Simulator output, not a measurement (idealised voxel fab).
process module | voxel double patterning
cross-section cut | 225 nm wide | cells 5 nm
A cross-section is a grid of square cells, given in bands from the top down. A band is one or more rows of cells.
Each band's line starts with the height of the band's top and of its bottom, in nm. Then come its materials from left to right, each with its width in nm. One material with "throughout" fills the band from edge to edge. "air" is empty space.
Height 0 is the level under which the wafer as received is all one material. The lowest band goes on downwards, as in "0 down".
A width such as "30 to 40" changes by the same amount from each row of cells to the next, from the band's top row to its bottom row.
"no change" after a step means that no cell of the cross-section changed.
closed voids: empty space of 8 cells or more with no open way to the top, each as width x height at its distance from the left edge, in nm
after a step's settings: what the simulator itself notes on the step
overlay nm, on a step with a mask: how far to the right of its planned place the mask lay; to the left if negative
plan
1 op RECEIVE | material Si
2 op CONFORMAL_DEP | material SiN | thk nm 5
3 op DIRECTIONAL_DEP | material SiO2 | thk nm 15
4 op DIRECTIONAL_DEP | material SiCN | thk nm 10
5 op PATTERN | tone open | mask id FIRST | material resist | width nm 15 | pitch nm 50 | thk nm 15 | overlay nm 0
6 op DIRECTIONAL_ETCH | etch materials SiCN | depth nm 10
7 op STRIP | etch materials resist
8 op MASKED_ETCH | tone open | mask id SECOND | width nm 15 | pitch nm 50 | etch materials SiCN | depth nm 10 | overlay nm 0
9 op DIRECTIONAL_ETCH | etch materials SiO2 | depth nm 15
10 op STRIP | etch materials SiCN
as received, after step 1
  0 down: Si throughout
  closed voids: none
first wafer at the end, as planned
  20 to 5: SiO2 55 | air 15 | SiO2 10 | air 15 | SiO2 10 | air 15 | SiO2 10 | air 15 | SiO2 10 | air 15 | SiO2 55
  5 to 0: SiN throughout
  0 down: Si throughout
  closed voids: none
second wafer at the end: like start, like plan, one mistake
  15 to 0: SiO2 55 | air 15 | SiO2 10 | air 15 | SiO2 10 | air 15 | SiO2 10 | air 15 | SiO2 10 | air 15 | SiO2 55
  0 down: Si throughout
  closed voids: none
what went wrong: step 2 was left out
at the end the second wafer has, in cells: 45 fewer of SiN
